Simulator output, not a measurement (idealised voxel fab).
Process module under the name voxel plated lines
The cross-section on display is named cut; it measures 290 nm wide, and its cells are 5 nm squares.
For the purposes of this document, a cross-section shall be understood as a grid of square cells, specified as bands listed in top-to-bottom order, each band consisting of one or more rows of cells.
The band entry comprises the height of the band's top followed by the height of its bottom, expressed in nm, and subsequently the band's materials from left to right, each stated together with its width in nm. Where a single material is marked with the word "everywhere", that material fills the band from edge to edge. The word "air" represents empty space.
Measure heights from 0. That's the level where, below it, the as-received wafer is all one material. The lowest band is bottomless and extends downward; write it as in "0 and below".
The width entry "30 to 40" should be interpreted row by row: the top row of cells in the band takes the first number, the bottom row takes the second number, and the change between adjacent rows is uniform throughout.
When a step is marked "remained the same", none of the cells in the cross-section changed during that step.
Heads up: "Trapped void list" only lists the empty pockets with no open path to the top that are 8 cells or more, and it writes them as width x height at distance, distance from the left edge, in nm.
If you see something after the settings on a step's line, that's the simulator's own remark about that step.
The optional step-line setting "overlay nm" applies to steps with a mask and quantifies how far to the right of its planned location the mask lay, a negative value indicating leftward placement.

Planned step list for the process:
- 1: RECEIVE (material Si)
- 2: CONFORMAL_DEP (material Al2O3; thk nm 10)
- 3: DIRECTIONAL_DEP (material TiN; thk nm 5)
- 4: PATTERN (tone open; mask id LINES; material resist; width nm 20; pitch nm 35; thk nm 35; overlay nm 0)
- 5: EPI (material Ru; thk nm 5)
- 6: EPI (material Ru; thk nm 5)
- 7: EPI (material Ru; thk nm 10)
- 8: STRIP (etch materials resist)
- 9: DIRECTIONAL_ETCH (etch materials TiN; depth nm 5)
- 10: CONFORMAL_DEP (material SiCN; thk nm 5)

Wafer at receipt (post step 1), cross-section:
    0 and below: Si everywhere
    Trapped void list: none

The first of the two wafers as seen in cross-section once the module was finished; processing followed the plan:
    40 down to 35: 75 nm air; 30 nm SiCN; 5 nm air; 30 nm SiCN; 5 nm air; 30 nm SiCN; 5 nm air; 30 nm SiCN; 80 nm air
    35 down to 15: 75 nm air; 5 nm SiCN; 20 nm Ru; 5 nm SiCN; 5 nm air; 5 nm SiCN; 20 nm Ru; 5 nm SiCN; 5 nm air; 5 nm SiCN; 20 nm Ru; 5 nm SiCN; 5 nm air; 5 nm SiCN; 20 nm Ru; 5 nm SiCN; 80 nm air
    15 down to 10: 80 nm SiCN; 20 nm TiN; 15 nm SiCN; 20 nm TiN; 15 nm SiCN; 20 nm TiN; 15 nm SiCN; 20 nm TiN; 85 nm SiCN
    10 down to 0: Al2O3 everywhere
    0 and below: Si everywhere
    Trapped void list: none

What the second wafer looks like in cross-section once the module is done. Its start and its plan matched the first wafer's exactly; what differed was one mistake in how it was run:
    40 down to 35: 80 nm air; 25 nm SiCN; 10 nm air; 25 nm SiCN; 10 nm air; 25 nm SiCN; 10 nm air; 25 nm SiCN; 80 nm air
    35 down to 15: 80 nm air; 5 nm SiCN; 15 nm Ru; 5 nm SiCN; 10 nm air; 5 nm SiCN; 15 nm Ru; 5 nm SiCN; 10 nm air; 5 nm SiCN; 15 nm Ru; 5 nm SiCN; 10 nm air; 5 nm SiCN; 15 nm Ru; 5 nm SiCN; 80 nm air
    15 down to 10: 85 nm SiCN; 15 nm TiN; 20 nm SiCN; 15 nm TiN; 20 nm SiCN; 15 nm TiN; 20 nm SiCN; 15 nm TiN; 85 nm SiCN
    10 down to 0: Al2O3 everywhere
    0 and below: Si everywhere
    Trapped void list: none
Run error: step 4 off recipe, ran as PATTERN (tone open; mask id LINES; material resist; width nm 15; pitch nm 35; thk nm 35; overlay nm 0)
Once processing is complete, comparing cell counts shows that the second wafer has more or fewer of certain materials than the first: Ru: 16 fewer; TiN: 4 fewer
